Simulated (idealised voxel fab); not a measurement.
Process module in this document: voxel transistor to metal
Cross-section cut spans 200 nm and uses square cells 5 nm in size.
Cross-section layout: square cells on a grid; listed as bands, top to bottom; a band spans one or more cell rows. In this notation a band is specified by the heights of its top and bottom, in that order and in nm, after which its materials appear from left to right, each paired with its width in nm. The word "full width" attached to a single material means that material fills the band from edge to edge; the word "blank" stands for empty space. Convention: height 0 is the level below which the wafer, as received, is all one material. The lowest band does not terminate at the bottom but continues downward, represented as "z 0 and below". Width "30..40": first value at the band's top row of cells, second value at its bottom row, equal change from row to row. Take "no alterations made" at face value: in the step it is given for, the cross-section changed in none of its cells. Under "Enclosed void list" you'll find the enclosed gaps, the ones with no way out to the top, that are 8 cells or bigger; each reads width x height at distance, with distance counted from the left edge, everything in nm. It should be noted that, on the line of a given step, the content following the step's settings is a remark produced by the simulator itself with respect to that step. A step's line can hold "overlay nm"; with a mask on that step, the setting says how far right of the planned place the mask lay, while a negative setting says it lay to the left. Note: before/after cross-section pairs follow, one process step per pair, after-side truncated at the lowest changed band, step and settings given beneath. Different runs of this module on the same starting wafer may supply the pairs; a pair continues the one above only where the "Before the step" entry says so.

# Before the step
    z 60 to 55: blank 35, SiN 30, blank 65, SiN 30, blank 40
    z 55 to 40: blank 35, SiN 5, Ru 20, SiN 5, blank 65, SiN 5, Ru 20, SiN 5, blank 40
    z 40 to 35: SiN 40, TiN 20, SiN 75, TiN 20, SiN 45
    z 35 to 30: TiN 45, W 10, TiN 85, W 10, TiN 50
    z 30 to 20: SiO2 40, TiN 5, W 10, TiN 5, SiO2 75, TiN 5, W 10, TiN 5, SiO2 45
    z 20 to 5: SiO2 40, TiN 5, W 10, TiN 5, SiO2 5, SiN 10, HfO2 5, TiN 5, W 25, TiN 5, HfO2 5, SiN 10, SiO2 5, TiN 5, W 10, TiN 5, SiO2 45
    z 5 to 0: SiO2 30, SiN 10, TiN 10, W 5, TiN 5, SiO2 5, SiN 10, HfO2 5, TiN 35, HfO2 5, SiN 10, SiO2 5, TiN 5, W 5, TiN 10, SiN 10, SiO2 35
    z 0 to -5: SiO2 40, pSi 5, TiN 15, pSi 5, SiO2 10, HfO2 45, SiO2 10, pSi 5, TiN 15, pSi 5, SiO2 45
    z -5 to -10: SiO2 35, Si 5, pSi 25, Si 65, pSi 25, Si 5, SiO2 40
    z -10 to -40: SiO2 35, Si 125, SiO2 40
    z -40 and below: Si full width
    Enclosed void list: none

# Post-Step Appearance
    z 65 to 60: lowk full width
    z 60 to 55: lowk 35, SiN 30, lowk 65, SiN 30, lowk 40
    z 55 to 40: lowk 35, SiN 5, Ru 20, SiN 5, lowk 65, SiN 5, Ru 20, SiN 5, lowk 40
    Nothing below the height 40 has changed.
    Enclosed void list: none
Can you say which step sits between the two cross-sections above? FILL_DEP,material lowk,thk nm 5

Before the step: the state before this step is the cross-section shown after the step in the pair just above.

# Post-Step Appearance
    z 55 to 40: lowk 35, SiN 5, Ru 20, SiN 5, lowk 65, SiN 5, Ru 20, SiN 5, lowk 40
    Nothing below the height 40 has changed.
    Enclosed void list: none
Can you say which step sits between the two cross-sections above? CMP,height nm 55

Before the step: the state before this step is the cross-section shown after the step in the pair just above.

# Post-Step Appearance
    z 60 to 55: SiCN full width
    Nothing below the height 55 has changed.
    Enclosed void list: none
Can you say which step sits between the two cross-sections above? CONFORMAL_DEP,material SiCN,thk nm 5

# Before the step
    z 15 to 5: SiN full width
    z 5 to 0: SiO2 full width
    z 0 and below: Si full width
    Enclosed void list: none

# Post-Step Appearance
    z 15 to 5: blank 35, SiN 125, blank 40
    Nothing below the height 5 has changed.
    Enclosed void list: none
Can you say which step sits between the two cross-sections above? MASKED_ETCH,tone cover,mask id ACTIVE,width nm 125,etch materials SiN,depth nm 10,overlay nm 0

Before the step: the state before this step is the cross-section shown after the step in the pair just above.

# Post-Step Appearance
    z 15 to 5: blank 35, SiN 125, blank 40
    z 5 to 0: blank 30, SiO2 135, blank 35
    Nothing below the height 0 has changed.
    Enclosed void list: none
Can you say which step sits between the two cross-sections above? MASKED_ETCH,tone cover,mask id ACTIVE,width nm 135,etch materials SiO2,depth nm 5,overlay nm 0

Before the step: the state before this step is the cross-section shown after the step in the pair just above.

# Post-Step Appearance
    z 15 to 5: blank 35, SiN 125, blank 40
    z 5 to 0: blank 30, SiO2 135, blank 35
    z 0 to -35: blank 30, Si 135, blank 35
    Nothing below the height -35 has changed.
    Enclosed void list: none
Can you say which step sits between the two cross-sections above? MASKED_ETCH,tone cover,mask id ACTIVE,width nm 135,etch materials Si,depth nm 35,overlay nm 0

Before the step: the state before this step is the cross-section shown after the step in the pair just above.

# Post-Step Appearance
    z 15 to 5: blank 35, SiN 125, blank 40
    z 5 to 0: blank 30, SiO2 135, blank 35
    z 0 to -35: blank 30, SiO2 5, Si 125, SiO2 5, blank 35
    z -35 to -40: SiO2 35, Si 125, SiO2 40
    Nothing below the height -40 has changed.
    Enclosed void list: none
Can you say which step sits between the two cross-sections above? OXIDIZE,depth nm 5

Before the step: the state before this step is the cross-section shown after the step in the pair just above.

# Post-Step Appearance
    z 25 to 15: SiO2 full width
    z 15 to 5: SiO2 35, SiN 125, SiO2 40
    z 5 to 0: SiO2 full width
    z 0 to -40: SiO2 35, Si 125, SiO2 40
    Nothing below the height -40 has changed.
    Enclosed void list: none
Can you say which step sits between the two cross-sections above? FILL_DEP,material SiO2,thk nm 10

Before the step: the state before this step is the cross-section shown after the step in the pair just above.

# Post-Step Appearance
    z 15 to 5: SiO2 35, SiN 125, SiO2 40
    Nothing below the height 5 has changed.
    Enclosed void list: none
Can you say which step sits between the two cross-sections above? CMP,height nm 15

Before the step: the state before this step is the cross-section shown after the step in the pair just above.

# Post-Step Appearance
    z 15 to 10: blank 35, SiN 125, blank 40
    Nothing below the height 10 has changed.
    Enclosed void list: none
Can you say which step sits between the two cross-sections above? SELECTIVE_ETCH,etch materials SiO2,depth nm 5

Before the step: the state before this step is the cross-section shown after the step in the pair just above.

# Post-Step Appearance
    z 10 to 5: SiO2 35, blank 125, SiO2 40
    Nothing below the height 5 has changed.
    Enclosed void list: none
Can you say which step sits between the two cross-sections above? STRIP,etch materials SiN

Before the step: the state before this step is the cross-section shown after the step in the pair just above.

# Post-Step Appearance
    z 5 to 0: SiO2 30, blank 135, SiO2 35
    Nothing below the height 0 has changed.
    Enclosed void list: none
Can you say which step sits between the two cross-sections above? SELECTIVE_ETCH,etch materials SiO2,depth nm 5

Before the step: the state before this step is the cross-section shown after the step in the pair just above.

# Post-Step Appearance
    z 5 to 0: SiO2 30, blank 135, SiO2 35
    z 0 to -5: SiO2 full width
    Nothing below the height -5 has changed.
    Enclosed void list: none
Can you say which step sits between the two cross-sections above? OXIDIZE,depth nm 5

Before the step: the state before this step is the cross-section shown after the step in the pair just above.

# Post-Step Appearance
    z 35 to 30: polySi 30, blank 135, polySi 35
    z 30 to 5: polySi full width
    z 5 to 0: SiO2 30, polySi 135, SiO2 35
    Nothing below the height 0 has changed.
    Enclosed void list: none
Can you say which step sits between the two cross-sections above? DIRECTIONAL_DEP,material polySi,thk nm 30

Before the step: the state before this step is the cross-section shown after the step in the pair just above.

# Post-Step Appearance
    z 50 to 45: SiCN 30, blank 135, SiCN 35
    z 45 to 35: SiCN full width
    z 35 to 30: polySi 30, SiCN 135, polySi 35
    Nothing below the height 30 has changed.
    Enclosed void list: none
Can you say which step sits between the two cross-sections above? DIRECTIONAL_DEP,material SiCN,thk nm 15

Before the step: the state before this step is the cross-section shown after the step in the pair just above.

# Post-Step Appearance
    z 65 to 60: aC 30, blank 135, aC 35
    z 60 to 50: aC full width
    z 50 to 45: SiCN 30, aC 135, SiCN 35
    Nothing below the height 45 has changed.
    Enclosed void list: none
Can you say which step sits between the two cross-sections above? DIRECTIONAL_DEP,material aC,thk nm 15

Before the step: the state before this step is the cross-section shown after the step in the pair just above.

# Post-Step Appearance
    z 100 to 65: blank 80, resist 35, blank 85
    z 65 to 60: aC 30, blank 50, resist 35, blank 50, aC 35
    Nothing below the height 60 has changed.
    Enclosed void list: none
Can you say which step sits between the two cross-sections above? PATTERN,tone cover,mask id GATE,material resist,width nm 35,thk nm 35,overlay nm 0

Before the step: the state before this step is the cross-section shown after the step in the pair just above.

# Post-Step Appearance
    z 85 to 60: blank 80, resist 35, blank 85
    z 60 to 50: blank 80, aC 35, blank 85
    z 50 to 45: SiCN 30, blank 50, aC 35, blank 50, SiCN 35
    Nothing below the height 45 has changed.
    Enclosed void list: none
Can you say which step sits between the two cross-sections above? DIRECTIONAL_ETCH,etch materials aC,depth nm 15

Before the step: the state before this step is the cross-section shown after the step in the pair just above.

# Post-Step Appearance
    z 60 to 50: blank 80, aC 35, blank 85
    Nothing below the height 50 has changed.
    Enclosed void list: none
Can you say which step sits between the two cross-sections above? STRIP,etch materials resist

Before the step: the state before this step is the cross-section shown after the step in the pair just above.

# Post-Step Appearance
    z 60 to 45: blank 80, aC 35, blank 85
    z 45 to 35: blank 80, SiCN 35, blank 85
    z 35 to 30: polySi 30, blank 50, SiCN 35, blank 50, polySi 35
    Nothing below the height 30 has changed.
    Enclosed void list: none
Can you say which step sits between the two cross-sections above? DIRECTIONAL_ETCH,etch materials SiCN,depth nm 25

Before the step: the state before this step is the cross-section shown after the step in the pair just above.

# Post-Step Appearance
    z 60 to 45: blank 80, aC 35, blank 85
    z 45 to 30: blank 80, SiCN 35, blank 85
    z 30 to 5: blank 80, polySi 35, blank 85
    z 5 to 0: SiO2 30, blank 50, polySi 35, blank 50, SiO2 35
    Nothing below the height 0 has changed.
    Enclosed void list: none
Can you say which step sits between the two cross-sections above? DIRECTIONAL_ETCH,etch materials polySi,depth nm 40

Before the step: the state before this step is the cross-section shown after the step in the pair just above.

# Post-Step Appearance
    z 45 to 30: blank 80, SiCN 35, blank 85
    Nothing below the height 30 has changed.
    Enclosed void list: none
Can you say which step sits between the two cross-sections above? STRIP,etch materials aC

Before the step: the state before this step is the cross-section shown after the step in the pair just above.

# Post-Step Appearance
    z 50 to 45: blank 75, SiO2 45, blank 80
    z 45 to 30: blank 75, SiO2 5, SiCN 35, SiO2 5, blank 80
    z 30 to 10: blank 75, SiO2 5, polySi 35, SiO2 5, blank 80
    z 10 to 5: SiO2 35, blank 40, SiO2 5, polySi 35, SiO2 5, blank 40, SiO2 40
    z 5 to 0: SiO2 80, polySi 35, SiO2 85
    Nothing below the height 0 has changed.
    Enclosed void list: none
Can you say which step sits between the two cross-sections above? CONFORMAL_DEP,material SiO2,thk nm 5

Before the step: the state before this step is the cross-section shown after the step in the pair just above.

# Post-Step Appearance
    z 45 to 30: blank 75, SiO2 5, SiCN 35, SiO2 5, blank 80
    z 30 to 5: blank 75, SiO2 5, polySi 35, SiO2 5, blank 80
    z 5 to 0: SiO2 35, blank 40, SiO2 5, polySi 35, SiO2 5, blank 40, SiO2 40
    Nothing below the height 0 has changed.
    Enclosed void list: none
Can you say which step sits between the two cross-sections above? DIRECTIONAL_ETCH,etch materials SiO2,depth nm 5

Before the step: the state before this step is the cross-section shown after the step in the pair just above.

# Post-Step Appearance
    z 55 to 45: blank 65, SiN 65, blank 70
    z 45 to 30: blank 65, SiN 10, SiO2 5, SiCN 35, SiO2 5, SiN 10, blank 70
    z 30 to 15: blank 65, SiN 10, SiO2 5, polySi 35, SiO2 5, SiN 10, blank 70
    z 15 to 10: SiN 45, blank 20, SiN 10, SiO2 5, polySi 35, SiO2 5, SiN 10, blank 20, SiN 50
    z 10 to 5: SiN 75, SiO2 5, polySi 35, SiO2 5, SiN 80
    z 5 to 0: SiO2 35, SiN 40, SiO2 5, polySi 35, SiO2 5, SiN 40, SiO2 40
    Nothing below the height 0 has changed.
    Enclosed void list: none
Can you say which step sits between the two cross-sections above? CONFORMAL_DEP,material SiN,thk nm 10

Before the step: the state before this step is the cross-section shown after the step in the pair just above.

# Post-Step Appearance
    z 45 to 30: blank 65, SiN 10, SiO2 5, SiCN 35, SiO2 5, SiN 10, blank 70
    z 30 to 5: blank 65, SiN 10, SiO2 5, polySi 35, SiO2 5, SiN 10, blank 70
    z 5 to 0: SiO2 35, SiN 10, blank 20, SiN 10, SiO2 5, polySi 35, SiO2 5, SiN 10, blank 20, SiN 10, SiO2 40
    Nothing below the height 0 has changed.
    Enclosed void list: none
Can you say which step sits between the two cross-sections above? DIRECTIONAL_ETCH,etch materials SiN,depth nm 10

Before the step: the state before this step is the cross-section shown after the step in the pair just above.

# Post-Step Appearance
    z 45 to 40: blank 65, SiN 10, blank 5, SiCN 35, blank 5, SiN 10, blank 70
    z 40 to 30: blank 65, SiN 10, SiO2 5, SiCN 35, SiO2 5, SiN 10, blank 70
    z 30 to 5: blank 65, SiN 10, SiO2 5, polySi 35, SiO2 5, SiN 10, blank 70
    z 5 to 0: blank 35, SiN 10, blank 20, SiN 10, SiO2 5, polySi 35, SiO2 5, SiN 10, blank 20, SiN 10, blank 40
    z 0 to -5: SiO2 45, blank 20, SiO2 65, blank 20, SiO2 50
    Nothing below the height -5 has changed.
    Enclosed void list: none
Can you say which step sits between the two cross-sections above? DIRECTIONAL_ETCH,etch materials SiO2,depth nm 5

Before the step: the state before this step is the cross-section shown after the step in the pair just above.

# Post-Step Appearance
    z 45 to 40: blank 65, SiN 10, blank 5, SiCN 35, blank 5, SiN 10, blank 70
    z 40 to 30: blank 65, SiN 10, SiO2 5, SiCN 35, SiO2 5, SiN 10, blank 70
    z 30 to 5: blank 65, SiN 10, SiO2 5, polySi 35, SiO2 5, SiN 10, blank 70
    z 5 to 0: blank 35, SiN 10, blank 20, SiN 10, SiO2 5, polySi 35, SiO2 5, SiN 10, blank 20, SiN 10, blank 40
    z 0 to -5: SiO2 45, blank 20, SiO2 65, blank 20, SiO2 50
    z -5 to -10: SiO2 35, Si 10, blank 20, Si 65, blank 20, Si 10, SiO2 40
    Nothing below the height -10 has changed.
    Enclosed void list: none
Can you say which step sits between the two cross-sections above? DIRECTIONAL_ETCH,etch materials Si,depth nm 5

Before the step: the state before this step is the cross-section shown after the step in the pair just above.

# Post-Step Appearance
    z 45 to 40: blank 65, SiN 10, blank 5, SiCN 35, blank 5, SiN 10, blank 70
    z 40 to 30: blank 65, SiN 10, SiO2 5, SiCN 35, SiO2 5, SiN 10, blank 70
    z 30 to 5: blank 65, SiN 10, SiO2 5, polySi 35, SiO2 5, SiN 10, blank 70
    z 5 to 0: blank 35, SiN 10, blank 20, SiN 10, SiO2 5, polySi 35, SiO2 5, SiN 10, blank 20, SiN 10, blank 40
    z 0 to -5: SiO2 45, pSi 5, blank 10, pSi 5, SiO2 65, pSi 5, blank 10, pSi 5, SiO2 50
    z -5 to -10: SiO2 35, Si 10, pSi 20, Si 65, pSi 20, Si 10, SiO2 40
    Nothing below the height -10 has changed.
    Enclosed void list: none
Can you say which step sits between the two cross-sections above? EPI,material pSi,thk nm 5

Before the step: the state before this step is the cross-section shown after the step in the pair just above.

# Post-Step Appearance
    z 50 to 45: SiO2 full width
    z 45 to 30: SiO2 65, SiN 10, SiO2 5, SiCN 35, SiO2 5, SiN 10, SiO2 70
    z 30 to 5: SiO2 65, SiN 10, SiO2 5, polySi 35, SiO2 5, SiN 10, SiO2 70
    z 5 to 0: SiO2 35, SiN 10, SiO2 20, SiN 10, SiO2 5, polySi 35, SiO2 5, SiN 10, SiO2 20, SiN 10, SiO2 40
    z 0 to -5: SiO2 45, pSi 5, SiO2 10, pSi 5, SiO2 65, pSi 5, SiO2 10, pSi 5, SiO2 50
    Nothing below the height -5 has changed.
    Enclosed void list: none
Can you say which step sits between the two cross-sections above? FILL_DEP,material SiO2,thk nm 5

Before the step: the state before this step is the cross-section shown after the step in the pair just above.

# Post-Step Appearance
    z 30 to 5: SiO2 65, SiN 10, SiO2 5, polySi 35, SiO2 5, SiN 10, SiO2 70
    Nothing below the height 5 has changed.
    Enclosed void list: none
Can you say which step sits between the two cross-sections above? CMP,height nm 30

Before the step: the state before this step is the cross-section shown after the step in the pair just above.

# Post-Step Appearance
    z 30 to 5: SiO2 65, SiN 10, SiO2 5, blank 35, SiO2 5, SiN 10, SiO2 70
    z 5 to 0: SiO2 35, SiN 10, SiO2 20, SiN 10, SiO2 5, blank 35, SiO2 5, SiN 10, SiO2 20, SiN 10, SiO2 40
    Nothing below the height 0 has changed.
    Enclosed void list: none
Can you say which step sits between the two cross-sections above? STRIP,etch materials polySi

Before the step: the state before this step is the cross-section shown after the step in the pair just above.

# Post-Step Appearance
    z 30 to 25: blank 65, SiN 10, blank 45, SiN 10, blank 70
    z 25 to 5: SiO2 65, SiN 10, blank 45, SiN 10, SiO2 70
    z 5 to 0: SiO2 35, SiN 10, SiO2 20, SiN 10, blank 45, SiN 10, SiO2 20, SiN 10, SiO2 40
    z 0 to -5: SiO2 45, pSi 5, SiO2 10, pSi 5, SiO2 10, blank 45, SiO2 10, pSi 5, SiO2 10, pSi 5, SiO2 50
    Nothing below the height -5 has changed.
    Enclosed void list: none
Can you say which step sits between the two cross-sections above? SELECTIVE_ETCH,etch materials SiO2,depth nm 5

Before the step: the state before this step is the cross-section shown after the step in the pair just above.

# Post-Step Appearance
    z 35 to 30: blank 60, HfO2 20, blank 35, HfO2 20, blank 65
    z 30 to 25: HfO2 65, SiN 10, HfO2 5, blank 35, HfO2 5, SiN 10, HfO2 70
    z 25 to 5: SiO2 65, SiN 10, HfO2 5, blank 35, HfO2 5, SiN 10, SiO2 70
    z 5 to 0: SiO2 35, SiN 10, SiO2 20, SiN 10, HfO2 5, blank 35, HfO2 5, SiN 10, SiO2 20, SiN 10, SiO2 40
    z 0 to -5: SiO2 45, pSi 5, SiO2 10, pSi 5, SiO2 10, HfO2 45, SiO2 10, pSi 5, SiO2 10, pSi 5, SiO2 50
    Nothing below the height -5 has changed.
    Enclosed void list: none
Can you say which step sits between the two cross-sections above? CONFORMAL_DEP,material HfO2,thk nm 5

Before the step: the state before this step is the cross-section shown after the step in the pair just above.

# Post-Step Appearance
    z 40 to 35: blank 55, TiN 30, blank 25, TiN 30, blank 60
    z 35 to 30: TiN 60, HfO2 20, TiN 5, blank 25, TiN 5, HfO2 20, TiN 65
    z 30 to 25: HfO2 65, SiN 10, HfO2 5, TiN 5, blank 25, TiN 5, HfO2 5, SiN 10, HfO2 70
    z 25 to 5: SiO2 65, SiN 10, HfO2 5, TiN 5, blank 25, TiN 5, HfO2 5, SiN 10, SiO2 70
    z 5 to 0: SiO2 35, SiN 10, SiO2 20, SiN 10, HfO2 5, TiN 35, HfO2 5, SiN 10, SiO2 20, SiN 10, SiO2 40
    Nothing below the height 0 has changed.
    Enclosed void list: none
Can you say which step sits between the two cross-sections above? CONFORMAL_DEP,material TiN,thk nm 5

Before the step: the state before this step is the cross-section shown after the step in the pair just above.

# Post-Step Appearance
    z 45 to 40: W full width
    z 40 to 35: W 55, TiN 30, W 25, TiN 30, W 60
    z 35 to 30: TiN 60, HfO2 20, TiN 5, W 25, TiN 5, HfO2 20, TiN 65
    z 30 to 25: HfO2 65, SiN 10, HfO2 5, TiN 5, W 25, TiN 5, HfO2 5, SiN 10, HfO2 70
    z 25 to 5: SiO2 65, SiN 10, HfO2 5, TiN 5, W 25, TiN 5, HfO2 5, SiN 10, SiO2 70
    Nothing below the height 5 has changed.
    Enclosed void list: none
Can you say which step sits between the two cross-sections above? FILL_DEP,material W,thk nm 5

Before the step: the state before this step is the cross-section shown after the step in the pair just above.

# Post-Step Appearance
    z 25 to 5: SiO2 65, SiN 10, HfO2 5, TiN 5, W 25, TiN 5, HfO2 5, SiN 10, SiO2 70
    Nothing below the height 5 has changed.
    Enclosed void list: none
Can you say which step sits between the two cross-sections above? CMP,height nm 25

Before the step: the state before this step is the cross-section shown after the step in the pair just above.

# Post-Step Appearance
    z 35 to 25: SiO2 full width
    Nothing below the height 25 has changed.
    Enclosed void list: none
Can you say which step sits between the two cross-sections above? DIRECTIONAL_DEP,material SiO2,thk nm 10

Before the step: the state before this step is the cross-section shown after the step in the pair just above.

# Post-Step Appearance
    z 50 to 35: resist 40, blank 20, resist 75, blank 20, resist 45
    Nothing below the height 35 has changed.
    Enclosed void list: none
Can you say which step sits between the two cross-sections above? PATTERN,tone open,mask id CONTACT,material resist,width nm 20,pitch nm 95,thk nm 15,overlay nm 0

Before the step: the state before this step is the cross-section shown after the step in the pair just above.

# Post-Step Appearance
    z 50 to 35: resist 40, blank 20, resist 75, blank 20, resist 45
    z 35 to 25: SiO2 40, blank 20, SiO2 75, blank 20, SiO2 45
    z 25 to 5: SiO2 40, blank 20, SiO2 5, SiN 10, HfO2 5, TiN 5, W 25, TiN 5, HfO2 5, SiN 10, SiO2 5, blank 20, SiO2 45
    z 5 to 0: SiO2 35, SiN 10, blank 15, SiO2 5, SiN 10, HfO2 5, TiN 35, HfO2 5, SiN 10, SiO2 5, blank 15, SiN 10, SiO2 40
    z 0 to -5: SiO2 45, pSi 5, blank 10, pSi 5, SiO2 10, HfO2 45, SiO2 10, pSi 5, blank 10, pSi 5, SiO2 50
    Nothing below the height -5 has changed.
    Enclosed void list: none
Can you say which step sits between the two cross-sections above? DIRECTIONAL_ETCH,etch materials SiO2,depth nm 40

Before the step: the state before this step is the cross-section shown after the step in the pair just above.

# Post-Step Appearance
    z 35 to 25: SiO2 40, blank 20, SiO2 75, blank 20, SiO2 45
    Nothing below the height 25 has changed.
    Enclosed void list: none
Can you say which step sits between the two cross-sections above? STRIP,etch materials resist

Before the step: the state before this step is the cross-section shown after the step in the pair just above.

# Post-Step Appearance
    z 40 to 35: TiN 45, blank 10, TiN 85, blank 10, TiN 50
    z 35 to 25: SiO2 40, TiN 5, blank 10, TiN 5, SiO2 75, TiN 5, blank 10, TiN 5, SiO2 45
    z 25 to 10: SiO2 40, TiN 5, blank 10, TiN 5, SiO2 5, SiN 10, HfO2 5, TiN 5, W 25, TiN 5, HfO2 5, SiN 10, SiO2 5, TiN 5, blank 10, TiN 5, SiO2 45
    z 10 to 5: SiO2 40, TiN 10, blank 5, TiN 5, SiO2 5, SiN 10, HfO2 5, TiN 5, W 25, TiN 5, HfO2 5, SiN 10, SiO2 5, TiN 5, blank 5, TiN 10, SiO2 45
    z 5 to 0: SiO2 35, SiN 10, TiN 15, SiO2 5, SiN 10, HfO2 5, TiN 35, HfO2 5, SiN 10, SiO2 5, TiN 15, SiN 10, SiO2 40
    z 0 to -5: SiO2 45, pSi 5, TiN 10, pSi 5, SiO2 10, HfO2 45, SiO2 10, pSi 5, TiN 10, pSi 5, SiO2 50
    Nothing below the height -5 has changed.
    Enclosed void list: none
Can you say which step sits between the two cross-sections above? CONFORMAL_DEP,material TiN,thk nm 5

Before the step: the state before this step is the cross-section shown after the step in the pair just above.

# Post-Step Appearance
    z 50 to 40: W full width
    z 40 to 35: TiN 45, W 10, TiN 85, W 10, TiN 50
    z 35 to 25: SiO2 40, TiN 5, W 10, TiN 5, SiO2 75, TiN 5, W 10, TiN 5, SiO2 45
    z 25 to 10: SiO2 40, TiN 5, W 10, TiN 5, SiO2 5, SiN 10, HfO2 5, TiN 5, W 25, TiN 5, HfO2 5, SiN 10, SiO2 5, TiN 5, W 10, TiN 5, SiO2 45
    z 10 to 5: SiO2 40, TiN 10, W 5, TiN 5, SiO2 5, SiN 10, HfO2 5, TiN 5, W 25, TiN 5, HfO2 5, SiN 10, SiO2 5, TiN 5, W 5, TiN 10, SiO2 45
    Nothing below the height 5 has changed.
    Enclosed void list: none
Can you say which step sits between the two cross-sections above? FILL_DEP,material W,thk nm 10

Before the step: the state before this step is the cross-section shown after the step in the pair just above.

# Post-Step Appearance
    z 35 to 25: SiO2 40, TiN 5, W 10, TiN 5, SiO2 75, TiN 5, W 10, TiN 5, SiO2 45
    Nothing below the height 25 has changed.
    Enclosed void list: none
Can you say which step sits between the two cross-sections above? CMP,height nm 35

Before the step: the state before this step is the cross-section shown after the step in the pair just above.

# Post-Step Appearance
    z 40 to 35: TiN full width
    Nothing below the height 35 has changed.
    Enclosed void list: none
Can you say which step sits between the two cross-sections above? DIRECTIONAL_DEP,material TiN,thk nm 5

Before the step: the state before this step is the cross-section shown after the step in the pair just above.

# Post-Step Appearance
    z 55 to 40: Ru full width
    Nothing below the height 40 has changed.
    Enclosed void list: none
Can you say which step sits between the two cross-sections above? DIRECTIONAL_DEP,material Ru,thk nm 15

Before the step: the state before this step is the cross-section shown after the step in the pair just above.

# Post-Step Appearance
    z 55 to 40: blank 40, Ru 20, blank 75, Ru 20, blank 45
    Nothing below the height 40 has changed.
    Enclosed void list: none
Can you say which step sits between the two cross-sections above? MASKED_ETCH,tone cover,mask id METAL_1,width nm 20,pitch nm 95,etch materials Ru,depth nm 15,overlay nm 0

Before the step: the state before this step is the cross-section shown after the step in the pair just above.

# Post-Step Appearance
    z 55 to 40: blank 40, Ru 20, blank 75, Ru 20, blank 45
    z 40 to 35: blank 40, TiN 20, blank 75, TiN 20, blank 45
    Nothing below the height 35 has changed.
    Enclosed void list: none
Can you say which step sits between the two cross-sections above? MASKED_ETCH,tone cover,mask id METAL_1,width nm 20,pitch nm 95,etch materials TiN,depth nm 5,overlay nm 0

Before the step: the state before this step is the cross-section shown after the step in the pair just above.

# Post-Step Appearance
    z 60 to 55: blank 35, SiN 30, blank 65, SiN 30, blank 40
    z 55 to 40: blank 35, SiN 5, Ru 20, SiN 5, blank 65, SiN 5, Ru 20, SiN 5, blank 40
    z 40 to 35: SiN 40, TiN 20, SiN 75, TiN 20, SiN 45
    Nothing below the height 35 has changed.
    Enclosed void list: none
Can you say which step sits between the two cross-sections above? CONFORMAL_DEP,material SiN,thk nm 5

Before the step: the state before this step is the cross-section shown after the step in the pair just above.

# Post-Step Appearance
    z 65 to 60: lowk full width
    z 60 to 55: lowk 35, SiN 30, lowk 65, SiN 30, lowk 40
    z 55 to 40: lowk 35, SiN 5, Ru 20, SiN 5, lowk 65, SiN 5, Ru 20, SiN 5, lowk 40
    Nothing below the height 40 has changed.
    Enclosed void list: none
Can you say which step sits between the two cross-sections above? FILL_DEP,material lowk,thk nm 5

Before the step: the state before this step is the cross-section shown after the step in the pair just above.

# Post-Step Appearance
    z 55 to 40: lowk 35, SiN 5, Ru 20, SiN 5, lowk 65, SiN 5, Ru 20, SiN 5, lowk 40
    Nothing below the height 40 has changed.
    Enclosed void list: none
Can you say which step sits between the two cross-sections above? CMP,height nm 55

Before the step: the state before this step is the cross-section shown after the step in the pair just above.

# Post-Step Appearance
    z 60 to 55: SiCN full width
    Nothing below the height 55 has changed.
    Enclosed void list: none
Can you say which step sits between the two cross-sections above? CONFORMAL_DEP,material SiCN,thk nm 5

# Before the step
    z 55 to 40: Ru full width
    z 40 to 35: TiN full width
    z 35 to 25: SiO2 40, TiN 5, W 10, TiN 5, SiO2 75, TiN 5, W 10, TiN 5, SiO2 45
    z 25 to 5: SiO2 40, TiN 5, W 10, TiN 5, SiO2 5, SiN 10, HfO2 5, TiN 5, W 25, TiN 5, HfO2 5, SiN 10, SiO2 5, TiN 5, W 10, TiN 5, SiO2 45
    z 5 to 0: SiO2 30, SiN 10, TiN 10, W 5, TiN 5, SiO2 5, SiN 10, HfO2 5, TiN 35, HfO2 5, SiN 10, SiO2 5, TiN 5, W 5, TiN 10, SiN 10, SiO2 35
    z 0 to -5: SiO2 40, pSi 5, TiN 15, pSi 5, SiO2 10, HfO2 45, SiO2 10, pSi 5, TiN 15, pSi 5, SiO2 45
    z -5 to -10: SiO2 35, Si 5, pSi 25, Si 65, pSi 25, Si 5, SiO2 40
    z -10 to -40: SiO2 35, Si 125, SiO2 40
    z -40 and below: Si full width
    Enclosed void list: none

# Post-Step Appearance
    z 55 to 40: blank 50, Ru 20, blank 75, Ru 20, blank 35
    Nothing below the height 40 has changed.
    Enclosed void list: none
Can you say which step sits between the two cross-sections above? MASKED_ETCH,tone cover,mask id METAL_1,width nm 20,pitch nm 95,etch materials Ru,depth nm 15,overlay nm 10

Before the step: the state before this step is the cross-section shown after the step in the pair just above.

# Post-Step Appearance
    z 55 to 40: blank 50, Ru 20, blank 75, Ru 20, blank 35
    z 40 to 35: blank 40, TiN 30, blank 65, TiN 30, blank 35
    Nothing below the height 35 has changed.
    Enclosed void list: none
Can you say which step sits between the two cross-sections above? MASKED_ETCH,tone cover,mask id METAL_1,width nm 20,pitch nm 95,etch materials TiN,depth nm 5,overlay nm 0

Before the step: the state before this step is the cross-section shown after the step in the pair just above.

# Post-Step Appearance
    z 60 to 55: blank 45, SiN 30, blank 65, SiN 30, blank 30
    z 55 to 45: blank 45, SiN 5, Ru 20, SiN 5, blank 65, SiN 5, Ru 20, SiN 5, blank 30
    z 45 to 40: blank 35, SiN 15, Ru 20, SiN 5, blank 55, SiN 15, Ru 20, SiN 5, blank 30
    z 40 to 35: SiN 40, TiN 30, SiN 65, TiN 30, SiN 35
    Nothing below the height 35 has changed.
    Enclosed void list: none
Can you say which step sits between the two cross-sections above? CONFORMAL_DEP,material SiN,thk nm 5

Before the step: the state before this step is the cross-section shown after the step in the pair just above.

# Post-Step Appearance
    z 65 to 60: lowk full width
    z 60 to 55: lowk 45, SiN 30, lowk 65, SiN 30, lowk 30
    z 55 to 45: lowk 45, SiN 5, Ru 20, SiN 5, lowk 65, SiN 5, Ru 20, SiN 5, lowk 30
    z 45 to 40: lowk 35, SiN 15, Ru 20, SiN 5, lowk 55, SiN 15, Ru 20, SiN 5, lowk 30
    Nothing below the height 40 has changed.
    Enclosed void list: none
Can you say which step sits between the two cross-sections above? FILL_DEP,material lowk,thk nm 5

Before the step: the state before this step is the cross-section shown after the step in the pair just above.

# Post-Step Appearance
    z 55 to 45: lowk 45, SiN 5, Ru 20, SiN 5, lowk 65, SiN 5, Ru 20, SiN 5, lowk 30
    Nothing below the height 45 has changed.
    Enclosed void list: none
Can you say which step sits between the two cross-sections above? CMP,height nm 55

Before the step: the state before this step is the cross-section shown after the step in the pair just above.

# Post-Step Appearance
    z 60 to 55: SiCN full width
    Nothing below the height 55 has changed.
    Enclosed void list: none
Can you say which step sits between the two cross-sections above? CONFORMAL_DEP,material SiCN,thk nm 5
